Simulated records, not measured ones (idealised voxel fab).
Process module name: voxel self aligned vias
This is section cut - it's 285 nm across, gridded in 5 nm square cells.
If you're reading a cross-section in this doc, picture square cells in a grid; it comes to you as bands, top ones listed first down to the bottom, and a band can be one or more rows of cells.
Quick guide to a band line: top height, bottom height (nm) up front; then every material left to right with its width in nm. Only one material and it's marked "full width"? Then it fills the band edge to edge. And "empty" just means empty space.
Height reference: 0 = level under which incoming wafer is all one material. Lowest band: no bottom, runs on downward, e.g. "0 -> down".
Top row gets the first number, bottom row gets the second, and each row in between changes by the same step: that is how a band width like "30->40" works.
Step marked "remained unchanged"? Then no cell in the cross-section changed in it.
Basically, "Closed void catalog" tells you about the enclosed voids: empty spaces with no open way to the top, 8 cells or bigger, each written width x height at distance, where distance is from the left edge, all in nm.
Where a step's line continues beyond its settings, the continuation is a remark by the simulator itself on that step.
What "overlay nm" on a step's line means: if the step has a mask, that mask lay this far to the right of its planned place, or, when the value is negative, to the left.
**plan**
step 1: RECEIVE [material Si]
step 2: CONFORMAL_DEP [material SiO2] [thk nm 5]
step 3: CONFORMAL_DEP [material SiCN] [thk nm 5]
step 4: DIRECTIONAL_DEP [material lowk] [thk nm 20]
step 5: MASKED_ETCH [tone open] [mask id LINES] [width nm 25] [pitch nm 55] [etch materials lowk] [depth nm 20] [overlay nm 0]
step 6: CONFORMAL_DEP [material TiN] [thk nm 5]
step 7: FILL_DEP [material Ru] [thk nm 10]
step 8: CMP [height nm 35]
step 9: SELECTIVE_ETCH [etch materials W Ru TiN] [depth nm 5]
step 10: FILL_DEP [material SiN] [thk nm 10]
step 11: CMP [height nm 35]
step 12: DIRECTIONAL_DEP [material lowk] [thk nm 20]
step 13: PATTERN [tone open] [mask id VIAS] [material resist] [width nm 35] [pitch nm 110] [thk nm 20] [overlay nm 0]
step 14: DIRECTIONAL_ETCH [etch materials lowk] [depth nm 20]
step 15: DIRECTIONAL_ETCH [etch materials SiN] [depth nm 5]
step 16: STRIP [etch materials resist]
step 17: CONFORMAL_DEP [material TiN] [thk nm 5]
step 18: FILL_DEP [material W] [thk nm 5]
step 19: CMP [height nm 55]
step 20: CONFORMAL_DEP [material SiN] [thk nm 5]
The value of thk nm given for step 2 in the plan refers to the first wafer; the wafers vary in this setting and are alike at the start.
**First wafer of several, as received: cross-section after step 1**
    0 -> down: Si full width
    Closed void catalog: none
**End of module: cross-section of the first of several wafers after step 20, the last step**
    60 -> 55: SiN full width
    55 -> 35: lowk 70 / TiN 5 / W 25 / TiN 5 / lowk 75 / TiN 5 / W 25 / TiN 5 / lowk 70
    35 -> 30: SiN 70 / TiN 35 / SiN 75 / TiN 35 / SiN 70
    30 -> 15: lowk 75 / TiN 5 / Ru 15 / TiN 5 / lowk 30 / TiN 5 / Ru 15 / TiN 5 / lowk 30 / TiN 5 / Ru 15 / TiN 5 / lowk 75
    15 -> 10: lowk 75 / TiN 25 / lowk 30 / TiN 25 / lowk 30 / TiN 25 / lowk 75
    10 -> 5: SiCN full width
    5 -> 0: SiO2 full width
    0 -> down: Si full width
    Closed void catalog: none
**Last wafer, end of module, cross-section**
    60 -> 55: SiN full width
    55 -> 40: lowk 70 / TiN 5 / W 25 / TiN 5 / lowk 75 / TiN 5 / W 25 / TiN 5 / lowk 70
    40 -> 35: lowk 70 / TiN 10 / W 15 / TiN 10 / lowk 75 / TiN 10 / W 15 / TiN 10 / lowk 70
    35 -> 30: lowk 75 / TiN 25 / lowk 30 / SiN 25 / lowk 30 / TiN 25 / lowk 75
    30 -> 25: SiCN full width
    25 -> 0: SiO2 full width
    0 -> down: Si full width
    Closed void catalog: none
**Heads up, this table goes wafer by wafer. A row tells you, at the end of the module, how many cells of each material that wafer has put on (+) or dropped (-) since it was received, and then its closed voids**
thk nm 5 | +27 Ru | +57 SiCN | +100 SiN | +57 SiO2 | +63 TiN | +40 W | +340 lowk | Closed void catalog: none
thk nm 10 | +18 Ru | +57 SiCN | +62 SiN | +114 SiO2 | +57 TiN | +36 W | +340 lowk | Closed void catalog: none
thk nm 15 | +9 Ru | +57 SiCN | +62 SiN | +171 SiO2 | +51 TiN | +36 W | +298 lowk | Closed void catalog: none
thk nm 20 | +57 SiCN | +62 SiN | +228 SiO2 | +45 TiN | +36 W | +256 lowk | Closed void catalog: none
thk nm 25 | +57 SiCN | +62 SiN | +285 SiO2 | +30 TiN | +36 W | +214 lowk | Closed void catalog: none
